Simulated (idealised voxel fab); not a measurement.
process module | voxel ribs on slabs
cross-section cut | 145 nm wide | cells 5 nm
A cross-section is a grid of square cells, given in bands from the top down. A band is one or more rows of cells.
Each band's line starts with the height of the band's top and of its bottom, in nm. Then come its materials from left to right, each with its width in nm. One material with "throughout" fills the band from edge to edge. "air" is empty space.
Height 0 is the level under which the wafer as received is all one material. The lowest band goes on downwards, as in "0 down".
A width such as "30 to 40" changes by the same amount from each row of cells to the next, from the band's top row to its bottom row.
"no change" after a step means that no cell of the cross-section changed.
closed voids: empty space of 8 cells or more with no open way to the top, each as width x height at its distance from the left edge, in nm
after a step's settings: what the simulator itself notes on the step
overlay nm, on a step with a mask: how far to the right of its planned place the mask lay; to the left if negative
plan
1 op RECEIVE | material Si
2 op DIRECTIONAL_DEP | material SiO2 | thk nm 25
3 op DIRECTIONAL_DEP | material polySi | thk nm 15
4 op DIRECTIONAL_DEP | material aC | thk nm 10
5 op PATTERN | tone cover | mask id RIB | material resist | width nm 15 | thk nm 30 | overlay nm 0
6 op DIRECTIONAL_ETCH | etch materials aC | depth nm 10
7 op STRIP | etch materials resist
8 op DIRECTIONAL_ETCH | etch materials polySi | depth nm 10
9 op STRIP | etch materials aC
10 op MASKED_ETCH | tone cover | mask id SLAB | width nm 55 | etch materials polySi | depth nm 5 | overlay nm 0
11 op FILL_DEP | material SiO2 | thk nm 25
12 op CMP | height nm 55
13 op DIRECTIONAL_DEP | material TiN | thk nm 10
14 op PATTERN | tone cover | mask id HEATER | material resist | width nm 25 | thk nm 20 | overlay nm 0
15 op DIRECTIONAL_ETCH | etch materials TiN | depth nm 10
16 op STRIP | etch materials resist
17 op CONFORMAL_DEP | material SiO2 | thk nm 5
as received, after step 1
  0 down: Si throughout
  closed voids: none
first wafer at the end, as planned
  70 to 65: air 55 | SiO2 35 | air 55
  65 to 60: air 55 | SiO2 5 | TiN 25 | SiO2 5 | air 55
  60 to 55: SiO2 60 | TiN 25 | SiO2 60
  55 to 40: SiO2 throughout
  40 to 30: SiO2 65 | polySi 15 | SiO2 65
  30 to 25: SiO2 45 | polySi 55 | SiO2 45
  25 to 0: SiO2 throughout
  0 down: Si throughout
  closed voids: none
second wafer at the end: like start, like plan, one mistake
  70 to 65: air 55 | SiO2 35 | air 55
  65 to 60: air 55 | SiO2 5 | TiN 25 | SiO2 5 | air 55
  60 to 55: SiO2 60 | TiN 25 | SiO2 60
  55 to 35: SiO2 throughout
  35 to 25: SiO2 65 | polySi 15 | SiO2 65
  25 to 20: SiO2 45 | polySi 55 | SiO2 45
  20 to 0: SiO2 throughout
  0 down: Si throughout
  closed voids: none
what went wrong: step 2 ran as: op DIRECTIONAL_DEP | material SiO2 | thk nm 20
at the end the second wafer has, in cells: as many of each material as the first, in other places
